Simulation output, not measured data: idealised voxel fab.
Proc. module: voxel ribs on slabs
Shown is cross-section cut, with a width of 290 nm and square cells of size 5 nm.
Think of the cross-section as a grid of square cells. We describe it in bands, top to bottom, and each band covers one or more rows of those cells.
Read a band's entry like this: the first values are the height of its top and the height of its bottom in nm, and what follows is the sequence of materials from left to right, each with its width in nm. Note that "blank" is empty space, and that a single material marked "all across" reaches across the band from edge to edge.
Basically, 0 is our baseline, since under it the wafer straight out of the box is all one material. The bottom band has no lower end and keeps on going down, so it looks like "z 0 and below".
The width entry "30 to 40" should be interpreted row by row: the top row of cells in the band takes the first number, the bottom row takes the second number, and the change between adjacent rows is uniform throughout.
A step reported as "everything unchanged" is a step in which no cell of the cross-section changed.
This entry, "Enclosed void listing", enumerates those empty regions of no fewer than 8 cells that possess no open connection to the top. Each region is reported in the form width x height at distance, the distance being taken from the left edge, with all three quantities expressed in nm.
after a step's settings: what the simulator itself notes on the step
overlay nm, on a step with a mask: how far to the right of its planned place the mask lay; to the left if negative

# The steps planned for the process are as follows
1. RECEIVE,material Si
2. DIRECTIONAL_DEP,material SiO2,thk nm 30
3. DIRECTIONAL_DEP,material polySi,thk nm 20
4. MASKED_ETCH,tone cover,mask id RIB,width nm 25,etch materials polySi,depth nm 5,overlay nm 0
5. PATTERN,tone cover,mask id SLAB,material resist,width nm 55,thk nm 15,overlay nm 0
6. DIRECTIONAL_ETCH,etch materials polySi,depth nm 15
7. STRIP,etch materials resist
8. FILL_DEP,material SiO2,thk nm 20
9. CMP,height nm 60
10. DIRECTIONAL_DEP,material W,thk nm 5
11. MASKED_ETCH,tone cover,mask id HEATER,width nm 35,etch materials W,depth nm 5,overlay nm 0
12. CONFORMAL_DEP,material SiN,thk nm 10

# Here's what the wafer looked like in cross-section when it arrived - that's after step 1
    z 0 and below | Si all across
    Enclosed void listing: none

# What the wafer looks like in cross-section after this module, when it starts as shown above and follows the plan above but one mistake is made in running it
    z 65 to 60 | blank (125), W (35), blank (130)
    z 60 to 50 | SiO2 all across
    z 50 to 45 | SiO2 (130), polySi (25), SiO2 (135)
    z 45 to 30 | SiO2 (115), polySi (55), SiO2 (120)
    z 30 to 0 | SiO2 all across
    z 0 and below | Si all across
    Enclosed void listing: none
In executing the process, a mistake was made relative to the plan: execution of step 12 of the plan did not take place, the step having been omitted
